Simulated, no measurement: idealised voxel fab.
This section sets out a process module, namely voxel transistor to metal.
The figure presents cross-section cut, which has a width of 140 nm and is divided into square cells with an edge length of 5 nm.
Reading order for cross-sections: top band down to bottom band. Underlying form: a grid of square cells. Band size: one or more rows of cells. The band entry comprises the height of the band's top followed by the height of its bottom, expressed in nm, and subsequently the band's materials from left to right, each stated together with its width in nm. Where a single material is marked with the word "full width", that material fills the band from edge to edge. The word "blank" represents empty space. Height is counted from the level 0, under which the received wafer is composed throughout of one material. The lowest of the bands is not closed at the bottom but continues downward, in the notation "0..down". Width: "30..40" (first number = top row, second number = bottom row, same change from row to row of cells). Where a step carries "nothing got changed", the cross-section came out of it unchanged, cell for cell. "Closed void entries" means: voids of 8 cells or more that are shut off from the top with no open way through. Written width x height at distance, distance from the left edge, in nm. Read whatever lies past the settings on a step's line as the simulator's own remark about the step. overlay nm: step with mask; distance mask lay right of planned place; negative value = left of planned place.

Listed below are the process steps as planned
1. RECEIVE, material Si
2. CONFORMAL_DEP, material SiO2, thk nm 5
3. CONFORMAL_DEP, material SiN, thk nm 10
4. MASKED_ETCH, tone cover, mask id ACTIVE, width nm 110, etch materials SiN, depth nm 10, overlay nm 0
5. MASKED_ETCH, tone cover, mask id ACTIVE, width nm 110, etch materials SiO2, depth nm 5, overlay nm 0
6. MASKED_ETCH, tone cover, mask id ACTIVE, width nm 110, etch materials Si, depth nm 25, overlay nm 0
7. FILL_DEP, material SiO2, thk nm 10
8. CMP, height nm 15
9. SELECTIVE_ETCH, etch materials SiO2, depth nm 5
10. STRIP, etch materials SiN
11. SELECTIVE_ETCH, etch materials SiO2, depth nm 5
12. OXIDIZE, depth nm 5
13. DIRECTIONAL_DEP, material polySi, thk nm 20
14. DIRECTIONAL_DEP, material SiCN, thk nm 15
15. PATTERN, tone cover, mask id GATE, material resist, width nm 20, thk nm 15, overlay nm 0
16. DIRECTIONAL_ETCH, etch materials SiCN, depth nm 25
17. DIRECTIONAL_ETCH, etch materials polySi, depth nm 30
18. STRIP, etch materials resist
19. CONFORMAL_DEP, material SiN, thk nm 5
20. DIRECTIONAL_ETCH, etch materials SiN, depth nm 5
21. DIRECTIONAL_ETCH, etch materials SiO2, depth nm 5
22. DIRECTIONAL_ETCH, etch materials Si, depth nm 5
23. EPI, material pSi, thk nm 5
24. FILL_DEP, material SiO2, thk nm 10
25. CMP, height nm 35
26. DIRECTIONAL_DEP, material SiO2, thk nm 10
27. DIRECTIONAL_DEP, material aC, thk nm 15
28. PATTERN, tone open, mask id CONTACT, material resist, width nm 30, pitch nm 60, thk nm 35, overlay nm 0
29. DIRECTIONAL_ETCH, etch materials aC, depth nm 15
30. STRIP, etch materials resist
31. DIRECTIONAL_ETCH, etch materials SiO2, depth nm 50
32. STRIP, etch materials aC
33. CONFORMAL_DEP, material TiN, thk nm 5
34. FILL_DEP, material W, thk nm 5
35. CMP, height nm 45
36. DIRECTIONAL_DEP, material TiN, thk nm 5
37. DIRECTIONAL_DEP, material W, thk nm 20
38. MASKED_ETCH, tone cover, mask id METAL_1, width nm 15, pitch nm 75, etch materials W, depth nm 20, overlay nm 0
39. MASKED_ETCH, tone cover, mask id METAL_1, width nm 15, pitch nm 75, etch materials TiN, depth nm 5, overlay nm 0
40. CONFORMAL_DEP, material SiN, thk nm 5
41. FILL_DEP, material SiO2, thk nm 5
42. CMP, height nm 70
43. CONFORMAL_DEP, material SiCN, thk nm 5

Cross-section: wafer on arrival = after step 1
- 0..down  Si full width
- Closed void entries: none

first wafer at the end, as planned
- 75..70  SiCN full width
- 70..50  SiO2=20 / SiN=5 / W=15 / SiN=5 / SiO2=50 / SiN=5 / W=15 / SiN=5 / SiO2=20
- 50..45  SiN=25 / TiN=15 / SiN=60 / TiN=15 / SiN=25
- 45..35  SiO2=25 / TiN=5 / W=20 / TiN=5 / SiO2=30 / TiN=5 / W=20 / TiN=5 / SiO2=25
- 35..20  SiO2=25 / TiN=5 / W=20 / TiN=5 / SiN=5 / SiCN=20 / SiN=5 / TiN=5 / W=20 / TiN=5 / SiO2=25
- 20..5  SiO2=25 / TiN=5 / W=20 / TiN=5 / SiN=5 / polySi=20 / SiN=5 / TiN=5 / W=20 / TiN=5 / SiO2=25
- 5..0  SiO2=10 / SiN=5 / SiO2=10 / TiN=5 / W=15 / TiN=10 / SiN=5 / polySi=20 / SiN=5 / TiN=10 / W=15 / TiN=5 / SiO2=10 / SiN=5 / SiO2=10
- 0..-5  SiO2=25 / TiN=25 / pSi=5 / SiO2=30 / pSi=5 / TiN=25 / SiO2=25
- -5..-10  SiO2=15 / pSi=40 / Si=30 / pSi=40 / SiO2=15
- -10..-25  SiO2=15 / Si=110 / SiO2=15
- -25..down  Si full width
- Closed void entries: none

Here is the second of the two wafers cut open at the end of the module - same start, same plan as the first one, but we made one mistake running it
- 75..70  SiCN full width
- 70..50  SiO2=20 / SiN=5 / W=15 / SiN=5 / SiO2=50 / SiN=5 / W=15 / SiN=5 / SiO2=20
- 50..45  SiN=25 / TiN=15 / SiN=60 / TiN=15 / SiN=25
- 45..35  SiO2=30 / TiN=5 / W=15 / TiN=5 / SiO2=35 / TiN=5 / W=15 / TiN=5 / SiO2=25
- 35..20  SiO2=30 / TiN=5 / W=15 / TiN=5 / SiN=5 / SiCN=20 / SiN=5 / SiO2=5 / TiN=5 / W=15 / TiN=5 / SiO2=25
- 20..5  SiO2=30 / TiN=5 / W=15 / TiN=5 / SiN=5 / polySi=20 / SiN=5 / SiO2=5 / TiN=5 / W=15 / TiN=5 / SiO2=25
- 5..0  SiO2=10 / SiN=5 / SiO2=15 / TiN=5 / W=10 / TiN=10 / SiN=5 / polySi=20 / SiN=5 / SiO2=5 / TiN=5 / W=15 / TiN=5 / SiO2=10 / SiN=5 / SiO2=10
- 0..-5  SiO2=30 / TiN=20 / pSi=5 / SiO2=30 / pSi=5 / TiN=25 / SiO2=25
- -5..-10  SiO2=15 / pSi=40 / Si=30 / pSi=40 / SiO2=15
- -10..-25  SiO2=15 / Si=110 / SiO2=15
- -25..down  Si full width
- Closed void entries: none
Here's what went sideways: rather than as planned, step 28 actually ran as PATTERN, tone open, mask id CONTACT, material resist, width nm 25, pitch nm 60, thk nm 35, overlay nm 0
at the end the second wafer has, in cells: SiO2 +19 | TiN -2 | W -17
